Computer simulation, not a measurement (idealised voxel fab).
process module | voxel ribs on slabs
cross-section cut | 275 nm wide | cells 5 nm
A cross-section is a grid of square cells, given in bands from the top down. A band is one or more rows of cells.
Each band's line starts with the height of the band's top and of its bottom, in nm. Then come its materials from left to right, each with its width in nm. One material with "throughout" fills the band from edge to edge. "air" is empty space.
Height 0 is the level under which the wafer as received is all one material. The lowest band goes on downwards, as in "0 down".
A width such as "30 to 40" changes by the same amount from each row of cells to the next, from the band's top row to its bottom row.
"no change" after a step means that no cell of the cross-section changed.
closed voids: empty space of 8 cells or more with no open way to the top, each as width x height at its distance from the left edge, in nm
after a step's settings: what the simulator itself notes on the step
overlay nm, on a step with a mask: how far to the right of its planned place the mask lay; to the left if negative
plan
1 op RECEIVE | material Si
2 op DIRECTIONAL_DEP | material SiO2 | thk nm 25
3 op DIRECTIONAL_DEP | material SiN | thk nm 15
4 op MASKED_ETCH | tone cover | mask id RIB | width nm 15 | etch materials SiN | depth nm 10 | overlay nm 0
5 op PATTERN | tone cover | mask id SLAB | material resist | width nm 55 | thk nm 20 | overlay nm 0
6 op DIRECTIONAL_ETCH | etch materials SiN | depth nm 5
7 op STRIP | etch materials resist
8 op FILL_DEP | material SiO2 | thk nm 15
9 op CMP | height nm 50
10 op DIRECTIONAL_DEP | material TiN | thk nm 10
11 op PATTERN | tone cover | mask id HEATER | material resist | width nm 25 | thk nm 15 | overlay nm 0
12 op DIRECTIONAL_ETCH | etch materials TiN | depth nm 10
13 op STRIP | etch materials resist
14 op CONFORMAL_DEP | material SiN | thk nm 5
as received, after step 1
  0 down: Si throughout
  closed voids: none
first wafer at the end, as planned
  65 to 60: air 120 | SiN 35 | air 120
  60 to 55: air 120 | SiN 5 | TiN 25 | SiN 5 | air 120
  55 to 50: SiN 125 | TiN 25 | SiN 125
  50 to 40: SiO2 throughout
  40 to 30: SiO2 130 | SiN 15 | SiO2 130
  30 to 25: SiO2 110 | SiN 55 | SiO2 110
  25 to 0: SiO2 throughout
  0 down: Si throughout
  closed voids: none
second wafer at the end: like start, like plan, one mistake
  65 to 60: air 120 | SiN 35 | air 120
  60 to 55: air 120 | SiN 5 | TiN 25 | SiN 5 | air 120
  55 to 50: SiN 125 | TiN 25 | SiN 125
  50 to 40: SiO2 throughout
  40 to 30: SiO2 130 | SiN 20 | SiO2 125
  30 to 25: SiO2 110 | SiN 55 | SiO2 110
  25 to 0: SiO2 throughout
  0 down: Si throughout
  closed voids: none
what went wrong: step 4 ran as: op MASKED_ETCH | tone cover | mask id RIB | width nm 20 | etch materials SiN | depth nm 10 | overlay nm 0
at the end the second wafer has, in cells: 2 more of SiN | 2 fewer of SiO2
